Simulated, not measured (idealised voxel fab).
Process module name: voxel capacitor over wiring
The width of the displayed cross-section, cut, is 300 nm; its cells are square, with a size of 5 nm.
Throughout this document, each cross-section is represented as a grid of square cells and is presented as a sequence of bands enumerated from the top downward, where a band comprises one or more rows of cells. Band entry format. Leading values: height of top, height of bottom, nm. Remainder: materials in left-to-right order, each with its width in nm. Special words: "everywhere" on a single material, which then fills the band edge to edge; "air", empty space. A quick word on heights: they are counted from 0, and under that level the wafer as it came to us is one material throughout. The lowest band is different from the rest in having no bottom; it simply continues downward, written as in "from 0 down". The width entry "30..40" should be interpreted row by row: the top row of cells in the band takes the first number, the bottom row takes the second number, and the change between adjacent rows is uniform throughout. It should be understood that the words "no change", when stated for a given step, signify that the cross-section underwent no change in any of its cells during that step. Any empty space of 8 cells or more lacking an open way to the top shows up in "Listed closed voids" as width x height at distance, distance from the left edge, in nm. On a step's line, text after the settings is the simulator commenting on that step. The line of a step may include "overlay nm". On a step with a mask, this value is how far to the right of its planned place the mask lay. A negative value means the mask lay to the left.
### List of planned process steps
1. op RECEIVE | material Si
2. op CONFORMAL_DEP | material SiO2 | thk nm 15
3. op CONFORMAL_DEP | material SiCN | thk nm 5
4. op DIRECTIONAL_DEP | material SiO2 | thk nm 20
5. op DIRECTIONAL_DEP | material aC | thk nm 15
6. op PATTERN | tone open | mask id METAL_1 | material resist | width nm 25 | pitch nm 80 | thk nm 30 | overlay nm 0
7. op DIRECTIONAL_ETCH | etch materials aC | depth nm 15
8. op STRIP | etch materials resist
9. op DIRECTIONAL_ETCH | etch materials SiO2 | depth nm 20
10. op DIRECTIONAL_ETCH | etch materials SiCN | depth nm 5
11. op STRIP | etch materials aC
12. op CONFORMAL_DEP | material TiN | thk nm 5
13. op FILL_DEP | material W | thk nm 5
14. op CMP | height nm 40
15. op CONFORMAL_DEP | material SiCN | thk nm 5
16. op DIRECTIONAL_DEP | material SiO2 | thk nm 10
17. op PATTERN | tone open | mask id PLUG_1 | material resist | width nm 15 | thk nm 20 | overlay nm 0
18. op DIRECTIONAL_ETCH | etch materials SiO2 | depth nm 10
19. op DIRECTIONAL_ETCH | etch materials SiCN | depth nm 5
20. op STRIP | etch materials resist
21. op CONFORMAL_DEP | material TiN | thk nm 5
22. op FILL_DEP | material Ru | thk nm 10
23. op CMP | height nm 55
24. op DIRECTIONAL_DEP | material TiN | thk nm 5
25. op DIRECTIONAL_DEP | material HfO2 | thk nm 5
26. op DIRECTIONAL_DEP | material TiN | thk nm 5
27. op MASKED_ETCH | tone cover | mask id UPPER_PLATE | width nm 60 | etch materials TiN | depth nm 5 | overlay nm 0
28. op MASKED_ETCH | tone cover | mask id UPPER_PLATE | width nm 60 | etch materials HfO2 | depth nm 5 | overlay nm 0
29. op MASKED_ETCH | tone cover | mask id LOWER_PLATE | width nm 70 | etch materials TiN | depth nm 5 | overlay nm 0
30. op FILL_DEP | material SiO2 | thk nm 20
31. op CMP | height nm 85
32. op MASKED_ETCH | tone open | mask id PLUG_2 | width nm 15 | etch materials SiO2 | depth nm 15 | overlay nm 0
33. op CONFORMAL_DEP | material TiN | thk nm 5
34. op FILL_DEP | material Ru | thk nm 5
35. op CMP | height nm 85
36. op CONFORMAL_DEP | material SiCN | thk nm 5
### Below: the first of two wafers, run as planned
### Shown in cross-section is the wafer as received, that is, as it stands after step 1
* from 0 down  Si everywhere
* Listed closed voids: none
### How the wafer stands in section after step 2
* from 15 to 0  SiO2 everywhere
* Below 0, no change.
### How the wafer stands in section after step 3
* from 20 to 15  SiCN everywhere
* Below 15, no change.
### How the wafer stands in section after step 4
* from 40 to 20  SiO2 everywhere
* Below 20, no change.
### How the wafer stands in section after step 5
* from 55 to 40  aC everywhere
* Below 40, no change.
### How the wafer stands in section after step 6
* from 85 to 55  resist 95 nm | air 25 nm | resist 55 nm | air 25 nm | resist 100 nm
* Below 55, no change.
### How the wafer stands in section after step 7
* from 70 to 55  resist 95 nm | air 25 nm | resist 55 nm | air 25 nm | resist 100 nm
* from 55 to 40  aC 95 nm | air 25 nm | aC 55 nm | air 25 nm | aC 100 nm
* Below 40, no change.
### How the wafer stands in section after step 8
* from 55 to 40  aC 95 nm | air 25 nm | aC 55 nm | air 25 nm | aC 100 nm
* Below 40, no change.
### How the wafer stands in section after step 9
* from 55 to 40  aC 95 nm | air 25 nm | aC 55 nm | air 25 nm | aC 100 nm
* from 40 to 20  SiO2 95 nm | air 25 nm | SiO2 55 nm | air 25 nm | SiO2 100 nm
* Below 20, no change.
### How the wafer stands in section after step 10
* from 55 to 40  aC 95 nm | air 25 nm | aC 55 nm | air 25 nm | aC 100 nm
* from 40 to 20  SiO2 95 nm | air 25 nm | SiO2 55 nm | air 25 nm | SiO2 100 nm
* from 20 to 15  SiCN 95 nm | air 25 nm | SiCN 55 nm | air 25 nm | SiCN 100 nm
* Below 15, no change.
### How the wafer stands in section after step 11
* from 40 to 20  SiO2 95 nm | air 25 nm | SiO2 55 nm | air 25 nm | SiO2 100 nm
* Below 20, no change.
### How the wafer stands in section after step 12
* from 45 to 40  TiN 100 nm | air 15 nm | TiN 65 nm | air 15 nm | TiN 105 nm
* from 40 to 20  SiO2 95 nm | TiN 5 nm | air 15 nm | TiN 5 nm | SiO2 55 nm | TiN 5 nm | air 15 nm | TiN 5 nm | SiO2 100 nm
* from 20 to 15  SiCN 95 nm | TiN 25 nm | SiCN 55 nm | TiN 25 nm | SiCN 100 nm
* Below 15, no change.
### How the wafer stands in section after step 13
* from 50 to 45  W everywhere
* from 45 to 40  TiN 100 nm | W 15 nm | TiN 65 nm | W 15 nm | TiN 105 nm
* from 40 to 20  SiO2 95 nm | TiN 5 nm | W 15 nm | TiN 5 nm | SiO2 55 nm | TiN 5 nm | W 15 nm | TiN 5 nm | SiO2 100 nm
* Below 20, no change.
### How the wafer stands in section after step 14
* from 40 to 20  SiO2 95 nm | TiN 5 nm | W 15 nm | TiN 5 nm | SiO2 55 nm | TiN 5 nm | W 15 nm | TiN 5 nm | SiO2 100 nm
* Below 20, no change.
### How the wafer stands in section after step 15
* from 45 to 40  SiCN everywhere
* Below 40, no change.
### How the wafer stands in section after step 16
* from 55 to 45  SiO2 everywhere
* Below 45, no change.
### How the wafer stands in section after step 17
* from 75 to 55  resist 105 nm | air 15 nm | resist 180 nm
* Below 55, no change.
### How the wafer stands in section after step 18
* from 75 to 55  resist 105 nm | air 15 nm | resist 180 nm
* from 55 to 45  SiO2 105 nm | air 15 nm | SiO2 180 nm
* Below 45, no change.
### How the wafer stands in section after step 19
* from 75 to 55  resist 105 nm | air 15 nm | resist 180 nm
* from 55 to 45  SiO2 105 nm | air 15 nm | SiO2 180 nm
* from 45 to 40  SiCN 105 nm | air 15 nm | SiCN 180 nm
* Below 40, no change.
### How the wafer stands in section after step 20
* from 55 to 45  SiO2 105 nm | air 15 nm | SiO2 180 nm
* Below 45, no change.
### How the wafer stands in section after step 21
* from 60 to 55  TiN 110 nm | air 5 nm | TiN 185 nm
* from 55 to 45  SiO2 105 nm | TiN 5 nm | air 5 nm | TiN 5 nm | SiO2 180 nm
* from 45 to 40  SiCN 105 nm | TiN 15 nm | SiCN 180 nm
* Below 40, no change.
### How the wafer stands in section after step 22
* from 70 to 60  Ru everywhere
* from 60 to 55  TiN 110 nm | Ru 5 nm | TiN 185 nm
* from 55 to 45  SiO2 105 nm | TiN 5 nm | Ru 5 nm | TiN 5 nm | SiO2 180 nm
* Below 45, no change.
### How the wafer stands in section after step 23
* from 55 to 45  SiO2 105 nm | TiN 5 nm | Ru 5 nm | TiN 5 nm | SiO2 180 nm
* Below 45, no change.
### How the wafer stands in section after step 24
* from 60 to 55  TiN everywhere
* Below 55, no change.
### How the wafer stands in section after step 25
* from 65 to 60  HfO2 everywhere
* Below 60, no change.
### How the wafer stands in section after step 26
* from 70 to 65  TiN everywhere
* Below 65, no change.
### How the wafer stands in section after step 27
* from 70 to 65  air 105 nm | TiN 60 nm | air 135 nm
* Below 65, no change.
### How the wafer stands in section after step 28
* from 70 to 65  air 105 nm | TiN 60 nm | air 135 nm
* from 65 to 60  air 105 nm | HfO2 60 nm | air 135 nm
* Below 60, no change.
### How the wafer stands in section after step 29
* from 70 to 65  air 105 nm | TiN 60 nm | air 135 nm
* from 65 to 60  air 105 nm | HfO2 60 nm | air 135 nm
* from 60 to 55  air 100 nm | TiN 70 nm | air 130 nm
* Below 55, no change.
### How the wafer stands in section after step 30
* from 90 to 70  SiO2 everywhere
* from 70 to 65  SiO2 105 nm | TiN 60 nm | SiO2 135 nm
* from 65 to 60  SiO2 105 nm | HfO2 60 nm | SiO2 135 nm
* from 60 to 55  SiO2 100 nm | TiN 70 nm | SiO2 130 nm
* Below 55, no change.
### How the wafer stands in section after step 31
* from 85 to 70  SiO2 everywhere
* Below 70, no change.
### How the wafer stands in section after step 32
* from 85 to 70  SiO2 115 nm | air 15 nm | SiO2 170 nm
* Below 70, no change.
### How the wafer stands in section after step 33
* from 90 to 85  TiN 120 nm | air 5 nm | TiN 175 nm
* from 85 to 75  SiO2 115 nm | TiN 5 nm | air 5 nm | TiN 5 nm | SiO2 170 nm
* from 75 to 65  SiO2 115..105 nm | TiN 15..60 nm | SiO2 170..135 nm
* Below 65, no change.
### How the wafer stands in section after step 34
* from 95 to 90  Ru everywhere
* from 90 to 85  TiN 120 nm | Ru 5 nm | TiN 175 nm
* from 85 to 75  SiO2 115 nm | TiN 5 nm | Ru 5 nm | TiN 5 nm | SiO2 170 nm
* Below 75, no change.
### How the wafer stands in section after step 35
* from 85 to 75  SiO2 115 nm | TiN 5 nm | Ru 5 nm | TiN 5 nm | SiO2 170 nm
* Below 75, no change.
### How the wafer stands in section after step 36
* from 90 to 85  SiCN everywhere
* Below 85, no change.
### For the second wafer, take the first wafer's start and plan, then add one mistake made in running it; everything through step 1, that step included, is shared with the first
### Second wafer, sectioned view, at step 2's planned end time
* from 30 to 0  SiO2 everywhere
* Below 0, no change.
### Second wafer, sectioned view, at step 3's planned end time
* from 35 to 30  SiCN everywhere
* Below 30, no change.
### Second wafer, sectioned view, at step 4's planned end time
* from 55 to 35  SiO2 everywhere
* Below 35, no change.
### Second wafer, sectioned view, at step 5's planned end time
* from 70 to 55  aC everywhere
* Below 55, no change.
### Second wafer, sectioned view, at step 6's planned end time
* from 100 to 70  resist 95 nm | air 25 nm | resist 55 nm | air 25 nm | resist 100 nm
* Below 70, no change.
### Second wafer, sectioned view, at step 7's planned end time
* from 85 to 70  resist 95 nm | air 25 nm | resist 55 nm | air 25 nm | resist 100 nm
* from 70 to 55  aC 95 nm | air 25 nm | aC 55 nm | air 25 nm | aC 100 nm
* Below 55, no change.
### Second wafer, sectioned view, at step 8's planned end time
* from 70 to 55  aC 95 nm | air 25 nm | aC 55 nm | air 25 nm | aC 100 nm
* Below 55, no change.
### Second wafer, sectioned view, at step 9's planned end time
* from 70 to 55  aC 95 nm | air 25 nm | aC 55 nm | air 25 nm | aC 100 nm
* from 55 to 35  SiO2 95 nm | air 25 nm | SiO2 55 nm | air 25 nm | SiO2 100 nm
* Below 35, no change.
### Second wafer, sectioned view, at step 10's planned end time
* from 70 to 55  aC 95 nm | air 25 nm | aC 55 nm | air 25 nm | aC 100 nm
* from 55 to 35  SiO2 95 nm | air 25 nm | SiO2 55 nm | air 25 nm | SiO2 100 nm
* from 35 to 30  SiCN 95 nm | air 25 nm | SiCN 55 nm | air 25 nm | SiCN 100 nm
* Below 30, no change.
### Second wafer, sectioned view, at step 11's planned end time
* from 55 to 35  SiO2 95 nm | air 25 nm | SiO2 55 nm | air 25 nm | SiO2 100 nm
* Below 35, no change.
### Second wafer, sectioned view, at step 12's planned end time
* from 60 to 55  TiN 100 nm | air 15 nm | TiN 65 nm | air 15 nm | TiN 105 nm
* from 55 to 35  SiO2 95 nm | TiN 5 nm | air 15 nm | TiN 5 nm | SiO2 55 nm | TiN 5 nm | air 15 nm | TiN 5 nm | SiO2 100 nm
* from 35 to 30  SiCN 95 nm | TiN 25 nm | SiCN 55 nm | TiN 25 nm | SiCN 100 nm
* Below 30, no change.
### Second wafer, sectioned view, at step 13's planned end time
* from 65 to 60  W everywhere
* from 60 to 55  TiN 100 nm | W 15 nm | TiN 65 nm | W 15 nm | TiN 105 nm
* from 55 to 35  SiO2 95 nm | TiN 5 nm | W 15 nm | TiN 5 nm | SiO2 55 nm | TiN 5 nm | W 15 nm | TiN 5 nm | SiO2 100 nm
* Below 35, no change.
### Second wafer, sectioned view, at step 14's planned end time
* from 40 to 35  SiO2 95 nm | TiN 5 nm | W 15 nm | TiN 5 nm | SiO2 55 nm | TiN 5 nm | W 15 nm | TiN 5 nm | SiO2 100 nm
* Below 35, no change.
### Second wafer, sectioned view, at step 15's planned end time
* from 45 to 40  SiCN everywhere
* Below 40, no change.
### Second wafer, sectioned view, at step 16's planned end time
* from 55 to 45  SiO2 everywhere
* Below 45, no change.
### Second wafer, sectioned view, at step 17's planned end time
* from 75 to 55  resist 105 nm | air 15 nm | resist 180 nm
* Below 55, no change.
### Second wafer, sectioned view, at step 18's planned end time
* from 75 to 55  resist 105 nm | air 15 nm | resist 180 nm
* from 55 to 45  SiO2 105 nm | air 15 nm | SiO2 180 nm
* Below 45, no change.
### Second wafer, sectioned view, at step 19's planned end time
* from 75 to 55  resist 105 nm | air 15 nm | resist 180 nm
* from 55 to 45  SiO2 105 nm | air 15 nm | SiO2 180 nm
* from 45 to 40  SiCN 105 nm | air 15 nm | SiCN 180 nm
* Below 40, no change.
### Second wafer, sectioned view, at step 20's planned end time
* from 55 to 45  SiO2 105 nm | air 15 nm | SiO2 180 nm
* Below 45, no change.
### Second wafer, sectioned view, at step 21's planned end time
* from 60 to 55  TiN 110 nm | air 5 nm | TiN 185 nm
* from 55 to 45  SiO2 105 nm | TiN 5 nm | air 5 nm | TiN 5 nm | SiO2 180 nm
* from 45 to 40  SiCN 105 nm | TiN 15 nm | SiCN 180 nm
* Below 40, no change.
### Second wafer, sectioned view, at step 22's planned end time
* from 70 to 60  Ru everywhere
* from 60 to 55  TiN 110 nm | Ru 5 nm | TiN 185 nm
* from 55 to 45  SiO2 105 nm | TiN 5 nm | Ru 5 nm | TiN 5 nm | SiO2 180 nm
* Below 45, no change.
### Second wafer, sectioned view, at step 23's planned end time
* from 55 to 45  SiO2 105 nm | TiN 5 nm | Ru 5 nm | TiN 5 nm | SiO2 180 nm
* Below 45, no change.
### Second wafer, sectioned view, at step 24's planned end time
* from 60 to 55  TiN everywhere
* Below 55, no change.
### Second wafer, sectioned view, at step 25's planned end time
* from 65 to 60  HfO2 everywhere
* Below 60, no change.
### Second wafer, sectioned view, at step 26's planned end time
* from 70 to 65  TiN everywhere
* Below 65, no change.
### Second wafer, sectioned view, at step 27's planned end time
* from 70 to 65  air 105 nm | TiN 60 nm | air 135 nm
* Below 65, no change.
### Second wafer, sectioned view, at step 28's planned end time
* from 70 to 65  air 105 nm | TiN 60 nm | air 135 nm
* from 65 to 60  air 105 nm | HfO2 60 nm | air 135 nm
* Below 60, no change.
### Second wafer, sectioned view, at step 29's planned end time
* from 70 to 65  air 105 nm | TiN 60 nm | air 135 nm
* from 65 to 60  air 105 nm | HfO2 60 nm | air 135 nm
* from 60 to 55  air 100 nm | TiN 70 nm | air 130 nm
* Below 55, no change.
### Second wafer, sectioned view, at step 30's planned end time
* from 90 to 70  SiO2 everywhere
* from 70 to 65  SiO2 105 nm | TiN 60 nm | SiO2 135 nm
* from 65 to 60  SiO2 105 nm | HfO2 60 nm | SiO2 135 nm
* from 60 to 55  SiO2 100 nm | TiN 70 nm | SiO2 130 nm
* Below 55, no change.
### Second wafer, sectioned view, at step 31's planned end time
* from 85 to 70  SiO2 everywhere
* Below 70, no change.
### Second wafer, sectioned view, at step 32's planned end time
* from 85 to 70  SiO2 115 nm | air 15 nm | SiO2 170 nm
* Below 70, no change.
### Second wafer, sectioned view, at step 33's planned end time
* from 90 to 85  TiN 120 nm | air 5 nm | TiN 175 nm
* from 85 to 75  SiO2 115 nm | TiN 5 nm | air 5 nm | TiN 5 nm | SiO2 170 nm
* from 75 to 65  SiO2 115..105 nm | TiN 15..60 nm | SiO2 170..135 nm
* Below 65, no change.
### Second wafer, sectioned view, at step 34's planned end time
* from 95 to 90  Ru everywhere
* from 90 to 85  TiN 120 nm | Ru 5 nm | TiN 175 nm
* from 85 to 75  SiO2 115 nm | TiN 5 nm | Ru 5 nm | TiN 5 nm | SiO2 170 nm
* Below 75, no change.
### Second wafer, sectioned view, at step 35's planned end time
* from 85 to 75  SiO2 115 nm | TiN 5 nm | Ru 5 nm | TiN 5 nm | SiO2 170 nm
* Below 75, no change.
### Second wafer, sectioned view, at step 36's planned end time
* from 90 to 85  SiCN everywhere
* Below 85, no change.
Finding, execution versus plan: step 2 of the plan saw execution twice
Materials where the second wafer ends with more or fewer cells than the first: SiO2 +30, TiN -12, W -18
